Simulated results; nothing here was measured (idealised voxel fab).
You're looking at the process module voxel capacitor over wiring.
Shown is cross-section cut, with a width of 230 nm and square cells of size 5 nm.
Think of the cross-section as a grid of square cells. We describe it in bands, top to bottom, and each band covers one or more rows of those cells. This entry defines a band. It first specifies the height of the band's top and the height of its bottom in nm, and then specifies the band's materials from left to right, stating each material with its width in nm. The word "throughout" identifies a single material that fills the band from edge to edge, while the word "air" identifies empty space. Beneath 0, the wafer as received is one material, and that level is where height counting begins. The lowest band goes on downward without a bottom; it is written like "from 0 down". The width entry "30 to 40" should be interpreted row by row: the top row of cells in the band takes the first number, the bottom row takes the second number, and the change between adjacent rows is uniform throughout. No cell of the cross-section changed in a step that is given as "nothing was modified". "Sealed voids" means: voids of 8 cells or more that are shut off from the top with no open way through. Written width x height at distance, distance from the left edge, in nm. If you see something after the settings on a step's line, that's the simulator's own remark about that step. When a step includes a mask, the "overlay nm" setting on its line states how far to the right of its planned place that mask lay, and negative values state how far to the left.
# Listed below are the process steps as planned
1. RECEIVE,material Si
2. CONFORMAL_DEP,material SiO2,thk nm 15
3. CONFORMAL_DEP,material SiCN,thk nm 5
4. DIRECTIONAL_DEP,material lowk,thk nm 15
5. PATTERN,tone open,mask id METAL_1,material resist,width nm 25,pitch nm 75,thk nm 15,overlay nm 0
6. DIRECTIONAL_ETCH,etch materials lowk,depth nm 15
7. DIRECTIONAL_ETCH,etch materials SiCN,depth nm 5
8. STRIP,etch materials resist
9. CONFORMAL_DEP,material TiN,thk nm 5
10. FILL_DEP,material Ru,thk nm 5
11. CMP,height nm 35
12. EPI,material Ru,thk nm 5
13. FILL_DEP,material SiCN,thk nm 5
14. DIRECTIONAL_DEP,material SiO2,thk nm 20
15. DIRECTIONAL_DEP,material aC,thk nm 10
16. PATTERN,tone open,mask id PLUG_1,material resist,width nm 15,thk nm 30,overlay nm 0
17. DIRECTIONAL_ETCH,etch materials aC,depth nm 10
18. STRIP,etch materials resist
19. DIRECTIONAL_ETCH,etch materials SiO2,depth nm 20
20. DIRECTIONAL_ETCH,etch materials SiCN,depth nm 5
21. STRIP,etch materials aC
22. CONFORMAL_DEP,material TiN,thk nm 5
23. FILL_DEP,material W,thk nm 10
24. CMP,height nm 65
25. DIRECTIONAL_DEP,material TiN,thk nm 5
26. DIRECTIONAL_DEP,material HfO2,thk nm 5
27. DIRECTIONAL_DEP,material TiN,thk nm 5
28. MASKED_ETCH,tone cover,mask id UPPER_PLATE,width nm 55,etch materials TiN,depth nm 5,overlay nm 0
29. MASKED_ETCH,tone cover,mask id UPPER_PLATE,width nm 55,etch materials HfO2,depth nm 5,overlay nm 0
30. MASKED_ETCH,tone cover,mask id LOWER_PLATE,width nm 65,etch materials TiN,depth nm 5,overlay nm 0
31. FILL_DEP,material SiO2,thk nm 15
32. CMP,height nm 90
33. MASKED_ETCH,tone open,mask id PLUG_2,width nm 15,etch materials SiO2,depth nm 10,overlay nm 0
34. CONFORMAL_DEP,material TiN,thk nm 5
35. FILL_DEP,material Cu,thk nm 5
36. CMP,height nm 90
37. CONFORMAL_DEP,material SiN,thk nm 5
# Incoming wafer in cross-section (state: after step 1)
    from 0 down = Si throughout
    Sealed voids: none
# The first of two wafers, cross-sectioned at the end of the module, with the run proceeding as planned
    from 95 to 90 = SiN throughout
    from 90 to 85 = SiO2 (85), then TiN (5), then Cu (5), then TiN (5), then SiO2 (130)
    from 85 to 75 = SiO2 (85 to 75), then TiN (15 to 55), then SiO2 (130 to 100)
    from 75 to 70 = SiO2 (75), then HfO2 (55), then SiO2 (100)
    from 70 to 65 = SiO2 (70), then TiN (65), then SiO2 (95)
    from 65 to 45 = SiO2 (75), then TiN (5), then W (5), then TiN (5), then SiO2 (140)
    from 45 to 40 = SiCN (75), then TiN (15), then SiCN (140)
    from 40 to 35 = SiCN (60), then Ru (35), then SiCN (40), then Ru (35), then SiCN (60)
    from 35 to 20 = lowk (65), then TiN (5), then Ru (15), then TiN (5), then lowk (50), then TiN (5), then Ru (15), then TiN (5), then lowk (65)
    from 20 to 15 = SiCN (65), then TiN (25), then SiCN (50), then TiN (25), then SiCN (65)
    from 15 to 0 = SiO2 throughout
    from 0 down = Si throughout
    Sealed voids: none
# Cross-section of the latter of the two wafers at module completion. It had an identical start and an identical plan to the former; in running it, one mistake was made
    from 95 to 90 = SiN throughout
    from 90 to 85 = TiN (90), then Cu (5), then TiN (135)
    from 85 to 75 = SiO2 (85 to 75), then TiN (15 to 55), then SiO2 (130 to 100)
    from 75 to 70 = SiO2 (75), then HfO2 (55), then SiO2 (100)
    from 70 to 65 = SiO2 (70), then TiN (65), then SiO2 (95)
    from 65 to 45 = SiO2 (75), then TiN (5), then W (5), then TiN (5), then SiO2 (140)
    from 45 to 40 = SiCN (75), then TiN (15), then SiCN (140)
    from 40 to 35 = SiCN (60), then Ru (35), then SiCN (40), then Ru (35), then SiCN (60)
    from 35 to 20 = lowk (65), then TiN (5), then Ru (15), then TiN (5), then lowk (50), then TiN (5), then Ru (15), then TiN (5), then lowk (65)
    from 20 to 15 = SiCN (65), then TiN (25), then SiCN (50), then TiN (25), then SiCN (65)
    from 15 to 0 = SiO2 throughout
    from 0 down = Si throughout
    Sealed voids: none
Error vs. plan: planned and actual differ for step 32; actual: CMP,height nm 85
Once processing is complete, comparing cell counts shows that the second wafer has more or fewer of certain materials than the first: SiO2: 43 fewer | TiN: 43 more
